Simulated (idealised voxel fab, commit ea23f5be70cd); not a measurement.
voxel transistor to metal: a process module
Section cut is 190 nm wide and gridded with 5 nm square cells.
Cross-section = grid of square cells, listed top down in bands; band = one or more rows. For a band, the entry starts with two heights in nm, that of the top and then that of the bottom, and carries on with the band's materials in order from left to right, each alongside its width in nm; the word "edge to edge" beside a single material means it fills the band edge to edge, and "empty" means empty space. Heights are reckoned from 0. Under this level, the received wafer is all of one material. The bottommost band is open-ended downward, for example "0 down". Note: "30..40" means the width goes from the first number (top row of the band) to the second number (bottom row) in equal steps per row of cells. Step note "no modifications" = no cross-section cell changed. So "Enclosed empty spaces" is basically the list of trapped voids: any empty space of 8 cells or more that can't reach the top through an opening. They're written width x height at distance, the distance being from the left edge, and it's all nm. On each step's line, the part that comes after the settings is the simulator's own comment on the step. For masked steps, "overlay nm" on the step line gives how far right of plan the mask actually lay; a minus sign means it lay to the left.

### Process steps foreseen in the plan
1: RECEIVE,material Si
2: OXIDIZE,depth nm 5
3: CONFORMAL_DEP,material SiN,thk nm 15
4: MASKED_ETCH,tone cover,mask id ACTIVE,width nm 105,etch materials SiN,depth nm 15,overlay nm 0
5: MASKED_ETCH,tone cover,mask id ACTIVE,width nm 105,etch materials SiO2,depth nm 5,overlay nm 0
6: MASKED_ETCH,tone cover,mask id ACTIVE,width nm 105,etch materials Si,depth nm 30,overlay nm 0
7: OXIDIZE,depth nm 5
8: FILL_DEP,material SiO2,thk nm 10
9: CMP,height nm 15
10: SELECTIVE_ETCH,etch materials SiO2,depth nm 5
11: STRIP,etch materials SiN
12: SELECTIVE_ETCH,etch materials SiO2,depth nm 5
13: OXIDIZE,depth nm 5
14: DIRECTIONAL_DEP,material polySi,thk nm 20
15: DIRECTIONAL_DEP,material SiCN,thk nm 10
16: MASKED_ETCH,tone cover,mask id GATE,width nm 15,etch materials SiCN,depth nm 20,overlay nm 0
17: MASKED_ETCH,tone cover,mask id GATE,width nm 15,etch materials polySi,depth nm 30,overlay nm 0
18: CONFORMAL_DEP,material SiO2,thk nm 5
19: DIRECTIONAL_ETCH,etch materials SiO2,depth nm 5
20: CONFORMAL_DEP,material SiN,thk nm 5
21: DIRECTIONAL_ETCH,etch materials SiN,depth nm 5
22: DIRECTIONAL_ETCH,etch materials SiO2,depth nm 5
23: DIRECTIONAL_ETCH,etch materials Si,depth nm 15
24: EPI,material nSi,thk nm 15
25: FILL_DEP,material SiO2,thk nm 10
26: CMP,height nm 25
27: DIRECTIONAL_DEP,material SiO2,thk nm 10
28: DIRECTIONAL_DEP,material aC,thk nm 10
29: PATTERN,tone open,mask id CONTACT,material resist,width nm 30,pitch nm 55,thk nm 30,overlay nm 0
30: DIRECTIONAL_ETCH,etch materials aC,depth nm 10
31: STRIP,etch materials resist
32: DIRECTIONAL_ETCH,etch materials SiO2,depth nm 45
33: STRIP,etch materials aC
34: CONFORMAL_DEP,material TiN,thk nm 5
35: FILL_DEP,material W,thk nm 10
36: CMP,height nm 35
37: DIRECTIONAL_DEP,material TiN,thk nm 5
38: DIRECTIONAL_DEP,material Ru,thk nm 15
39: PATTERN,tone cover,mask id METAL_1,material resist,width nm 15,pitch nm 70,thk nm 20,overlay nm 0
40: DIRECTIONAL_ETCH,etch materials Ru,depth nm 15
41: DIRECTIONAL_ETCH,etch materials TiN,depth nm 5
42: STRIP,etch materials resist
43: CONFORMAL_DEP,material SiN,thk nm 5
44: FILL_DEP,material SiO2,thk nm 5
45: CMP,height nm 55
46: CONFORMAL_DEP,material SiCN,thk nm 5
47: DIRECTIONAL_DEP,material SiO2,thk nm 30
48: DIRECTIONAL_DEP,material aC,thk nm 15
49: PATTERN,tone open,mask id METAL_2,material resist,width nm 15,pitch nm 70,thk nm 30,overlay nm 0
50: DIRECTIONAL_ETCH,etch materials aC,depth nm 15
51: STRIP,etch materials resist
52: DIRECTIONAL_ETCH,etch materials SiO2,depth nm 20
53: STRIP,etch materials aC
54: MASKED_ETCH,tone open,mask id METAL_2_HOLES,width nm 15,pitch nm 70,etch materials SiO2,depth nm 10,overlay nm 0
55: MASKED_ETCH,tone open,mask id METAL_2_HOLES,width nm 15,pitch nm 70,etch materials SiCN,depth nm 5,overlay nm 0
56: CONFORMAL_DEP,material TiN,thk nm 5
57: FILL_DEP,material Cu,thk nm 5
58: CMP,height nm 90
59: CONFORMAL_DEP,material SiCN,thk nm 5

### Cross-section of the wafer as it came to us, i.e., already through step 1
0 down | Si edge to edge
Enclosed empty spaces: none

### Cross-section taken at module completion on the first of two wafers; processed per the plan
95 to 90 | SiCN edge to edge
90 to 60 | SiO2=50; TiN=5; Cu=5; TiN=5; SiO2=55; TiN=5; Cu=5; TiN=5; SiO2=55
60 to 55 | SiCN=50; TiN=15; SiCN=55; TiN=15; SiCN=55
55 to 40 | SiO2=45; SiN=5; Ru=15; SiN=5; SiO2=45; SiN=5; Ru=15; SiN=5; SiO2=50
40 to 35 | SiN=50; TiN=15; SiN=55; TiN=15; SiN=55
35 to 25 | SiO2=50; TiN=5; W=20..15; TiN=5..10; SiO2=25; TiN=5..10; W=20..15; TiN=5; SiO2=55
25 to 15 | SiO2=50; TiN=5; W=15; TiN=5; SiN=5; SiO2=5; SiCN=15; SiO2=5; SiN=5; TiN=5; W=15; TiN=5; SiO2=55
15 to 10 | SiO2=50; TiN=5; W=15; TiN=5; SiN=5; SiO2=5; polySi=15; SiO2=5; SiN=5; TiN=5; W=15; TiN=5; SiO2=55
10 to 5 | SiO2=50; TiN=25; SiN=5; SiO2=5; polySi=15; SiO2=5; SiN=5; TiN=25; SiO2=55
5 to -5 | SiO2=40; SiN=5; SiO2=5; TiN=10; nSi=15; SiN=5; SiO2=5; polySi=15; SiO2=5; SiN=5; nSi=15; TiN=10; SiO2=5; SiN=5; SiO2=45
-5 to -10 | SiO2=50; TiN=10; nSi=15; SiO2=35; nSi=15; TiN=10; SiO2=55
-10 to -25 | SiO2=45; nSi=30; Si=35; nSi=30; SiO2=50
-25 to -40 | SiO2=45; Si=95; SiO2=50
-40 down | Si edge to edge
Enclosed empty spaces: none

### Wafer two, end of module, cross-section. Same start, same plan as wafer one. One mistake in the run
95 to 90 | SiCN edge to edge
90 to 60 | SiO2=50; TiN=5; Cu=5; TiN=5; SiO2=55; TiN=5; Cu=5; TiN=5; SiO2=55
60 to 55 | SiCN=50; TiN=15; SiCN=55; TiN=15; SiCN=55
55 to 40 | SiO2=45; SiN=5; Ru=15; SiN=5; SiO2=45; SiN=5; Ru=15; SiN=5; SiO2=50
40 to 35 | SiN=50; TiN=15; SiN=55; TiN=15; SiN=55
35 to 25 | SiO2=50; TiN=5; W=20..15; TiN=5..10; SiO2=25; TiN=5..10; W=20..15; TiN=5; SiO2=55
25 to 15 | SiO2=50; TiN=5; W=15; TiN=5; SiN=5; SiO2=5; SiCN=15; SiO2=5; SiN=5; TiN=5; W=15; TiN=5; SiO2=55
15 to 10 | SiO2=50; TiN=5; W=15; TiN=5; SiN=5; SiO2=5; polySi=15; SiO2=5; SiN=5; TiN=5; W=15; TiN=5; SiO2=55
10 to 5 | SiO2=50; TiN=25; SiN=5; SiO2=5; polySi=15; SiO2=5; SiN=5; TiN=25; SiO2=55
5 to -5 | SiO2=40; SiN=5; SiO2=5; TiN=10; nSi=15; SiN=5; SiO2=5; polySi=15; SiO2=5; SiN=5; nSi=15; TiN=10; SiO2=10; SiN=5; SiO2=40
-5 to -10 | SiO2=50; TiN=10; nSi=15; SiO2=35; nSi=15; TiN=10; SiO2=55
-10 to -25 | SiO2=45; nSi=30; Si=35; nSi=35; SiO2=45
-25 to -40 | SiO2=45; Si=100; SiO2=45
-40 down | Si edge to edge
Enclosed empty spaces: none
Run error: so step 4 ended up running with a different setting than we planned, it ran as MASKED_ETCH,tone cover,mask id ACTIVE,width nm 110,etch materials SiN,depth nm 15,overlay nm 0
The closing comparison, in cells, has the second wafer with more or fewer of some materials than the first: +3 Si; -6 SiO2; +3 nSi
